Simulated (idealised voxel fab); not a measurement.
You're looking at the process module voxel wiring stack.
Cross-section cut spans 280 nm and uses square cells 5 nm in size.
Bands, listed from the top down, are how a cross-section gets written in this document; the cross-section itself is a grid of square cells, and a band is one or more rows of them. Heights first: top, then bottom, in nm. Then materials, left to right, each with a width in nm. "full width" on a single material: fills the band edge to edge. "blank": empty space. Heads up on the height convention: 0 is the point under which the incoming wafer is all one material, and the lowest band has no bottom, it just keeps going down, like "0 nm and below". You'd read "30..40" like this: the band's top row of cells is as wide as the first number, its bottom row is as wide as the second, and going down, every row changes width by the same amount as the row before did. Step marked "nothing got changed"? Then no cell in the cross-section changed in it. In "Enclosed void entries" the enclosed voids are listed, meaning empty spaces of 8 cells or larger without any opening to the top. The form is width x height at distance, distance from the left edge, units nm. The remark found on a step's line after its settings is issued by the simulator itself and pertains to that step. A step line may carry the setting "overlay nm", which, for steps involving a mask, states the distance by which the mask lay to the right of its intended position; negative values denote displacement to the left.

plan
- 1: RECEIVE, material Si
- 2: CONFORMAL_DEP, material SiO2, thk nm 10
- 3: DIRECTIONAL_DEP, material TiN, thk nm 5
- 4: DIRECTIONAL_DEP, material W, thk nm 15
- 5: MASKED_ETCH, tone cover, mask id METAL_1, width nm 25, pitch nm 40, etch materials W, depth nm 15, overlay nm 0
- 6: MASKED_ETCH, tone cover, mask id METAL_1, width nm 25, pitch nm 40, etch materials TiN, depth nm 5, overlay nm 0
- 7: CONFORMAL_DEP, material SiCN, thk nm 5
- 8: FILL_DEP, material SiO2, thk nm 5
- 9: CMP, height nm 30
- 10: CONFORMAL_DEP, material SiCN, thk nm 5
- 11: DIRECTIONAL_DEP, material SiO2, thk nm 20
- 12: DIRECTIONAL_DEP, material aC, thk nm 15
- 13: PATTERN, tone open, mask id PLUG_1, material resist, width nm 15, pitch nm 40, thk nm 35, overlay nm 0
- 14: DIRECTIONAL_ETCH, etch materials aC, depth nm 15
- 15: STRIP, etch materials resist
- 16: DIRECTIONAL_ETCH, etch materials SiO2, depth nm 20
- 17: DIRECTIONAL_ETCH, etch materials SiCN, depth nm 5
- 18: STRIP, etch materials aC
- 19: CONFORMAL_DEP, material TiN, thk nm 5
- 20: FILL_DEP, material Cu, thk nm 5
- 21: CMP, height nm 55
- 22: DIRECTIONAL_DEP, material TiN, thk nm 5
- 23: DIRECTIONAL_DEP, material W, thk nm 15
- 24: DIRECTIONAL_DEP, material aC, thk nm 15
- 25: PATTERN, tone cover, mask id METAL_2, material resist, width nm 25, pitch nm 40, thk nm 35, overlay nm 0
- 26: DIRECTIONAL_ETCH, etch materials aC, depth nm 15
- 27: STRIP, etch materials resist
- 28: DIRECTIONAL_ETCH, etch materials W, depth nm 15
- 29: DIRECTIONAL_ETCH, etch materials TiN, depth nm 5
- 30: STRIP, etch materials aC
- 31: CONFORMAL_DEP, material SiN, thk nm 5
- 32: FILL_DEP, material SiO2, thk nm 5
- 33: CMP, height nm 75
- 34: CONFORMAL_DEP, material SiCN, thk nm 5
- 35: DIRECTIONAL_DEP, material lowk, thk nm 30
- 36: MASKED_ETCH, tone open, mask id METAL_3, width nm 25, pitch nm 40, etch materials lowk, depth nm 20, overlay nm 0
- 37: DIRECTIONAL_DEP, material aC, thk nm 15
- 38: PATTERN, tone open, mask id METAL_3_HOLES, material resist, width nm 15, pitch nm 40, thk nm 35, overlay nm 0
- 39: DIRECTIONAL_ETCH, etch materials aC, depth nm 15
- 40: STRIP, etch materials resist
- 41: DIRECTIONAL_ETCH, etch materials lowk, depth nm 10
- 42: DIRECTIONAL_ETCH, etch materials SiCN, depth nm 5
- 43: STRIP, etch materials aC
- 44: CONFORMAL_DEP, material TiN, thk nm 5
- 45: FILL_DEP, material Cu, thk nm 10
- 46: CMP, height nm 110
- 47: CONFORMAL_DEP, material SiCN, thk nm 5
- 48: DIRECTIONAL_DEP, material SiO2, thk nm 15
- 49: DIRECTIONAL_DEP, material aC, thk nm 15
- 50: PATTERN, tone open, mask id PLUG_3, material resist, width nm 15, thk nm 30, overlay nm 0
- 51: DIRECTIONAL_ETCH, etch materials aC, depth nm 15
- 52: STRIP, etch materials resist
- 53: DIRECTIONAL_ETCH, etch materials SiO2, depth nm 15
- 54: DIRECTIONAL_ETCH, etch materials SiCN, depth nm 5
- 55: STRIP, etch materials aC
- 56: CONFORMAL_DEP, material TiN, thk nm 5
- 57: FILL_DEP, material Ru, thk nm 5
- 58: CMP, height nm 130
- 59: DIRECTIONAL_DEP, material TiN, thk nm 5
- 60: DIRECTIONAL_DEP, material Ru, thk nm 25
- 61: DIRECTIONAL_DEP, material aC, thk nm 10
- 62: PATTERN, tone cover, mask id METAL_4, material resist, width nm 25, pitch nm 40, thk nm 25, overlay nm 0
- 63: DIRECTIONAL_ETCH, etch materials aC, depth nm 10
- 64: STRIP, etch materials resist
- 65: DIRECTIONAL_ETCH, etch materials Ru, depth nm 25
- 66: DIRECTIONAL_ETCH, etch materials TiN, depth nm 5
- 67: STRIP, etch materials aC
- 68: CONFORMAL_DEP, material SiN, thk nm 5
- 69: FILL_DEP, material lowk, thk nm 10
- 70: CMP, height nm 160
- 71: CONFORMAL_DEP, material SiCN, thk nm 5

As received (post step 1): cross-section
- 0 nm and below: Si full width
- Enclosed void entries: none

Starting wafer: above. Plan: above. Run: one mistake. Cross-section after the module: below
- 165 nm to 160 nm: SiCN full width
- 160 nm to 135 nm: lowk 100 nm; SiN 5 nm; Ru 25 nm; SiN 5 nm; lowk 5 nm; SiN 5 nm; Ru 25 nm; SiN 5 nm; lowk 105 nm
- 135 nm to 130 nm: SiN 105 nm; TiN 25 nm; SiN 15 nm; TiN 25 nm; SiN 110 nm
- 130 nm to 115 nm: SiO2 105 nm; TiN 5 nm; Ru 5 nm; TiN 5 nm; SiO2 160 nm
- 115 nm to 110 nm: SiCN 105 nm; TiN 15 nm; SiCN 160 nm
- 110 nm to 95 nm: lowk 100 nm; TiN 5 nm; Cu 15 nm; TiN 5 nm; lowk 15 nm; TiN 5 nm; Cu 15 nm; TiN 5 nm; lowk 115 nm
- 95 nm to 90 nm: lowk 100 nm; TiN 10 nm; Cu 5 nm; TiN 10 nm; lowk 15 nm; TiN 10 nm; Cu 5 nm; TiN 10 nm; lowk 115 nm
- 90 nm to 80 nm: lowk 105 nm; TiN 5 nm; Cu 5 nm; TiN 5 nm; lowk 25 nm; TiN 5 nm; Cu 5 nm; TiN 5 nm; lowk 120 nm
- 80 nm to 75 nm: SiCN 105 nm; TiN 15 nm; SiCN 25 nm; TiN 15 nm; SiCN 120 nm
- 75 nm to 60 nm: SiO2 100 nm; SiN 5 nm; W 25 nm; SiN 5 nm; SiO2 5 nm; SiN 5 nm; W 25 nm; SiN 5 nm; SiO2 105 nm
- 60 nm to 55 nm: SiN 105 nm; TiN 25 nm; SiN 15 nm; TiN 25 nm; SiN 110 nm
- 55 nm to 35 nm: SiO2 105 nm; TiN 5 nm; Cu 5 nm; TiN 5 nm; SiO2 25 nm; TiN 5 nm; Cu 5 nm; TiN 5 nm; SiO2 120 nm
- 35 nm to 30 nm: SiCN 105 nm; TiN 15 nm; SiCN 25 nm; TiN 15 nm; SiCN 120 nm
- 30 nm to 15 nm: SiO2 100 nm; SiCN 5 nm; W 25 nm; SiCN 5 nm; SiO2 5 nm; SiCN 5 nm; W 25 nm; SiCN 5 nm; SiO2 105 nm
- 15 nm to 10 nm: SiCN 105 nm; TiN 25 nm; SiCN 15 nm; TiN 25 nm; SiCN 110 nm
- 10 nm to 0 nm: SiO2 full width
- 0 nm and below: Si full width
- Enclosed void entries: none
Where did the run depart from the plan? step 36 did not use the planned setting and instead ran as MASKED_ETCH, tone open, mask id METAL_3, width nm 25, pitch nm 40, etch materials lowk, depth nm 20, overlay nm -5
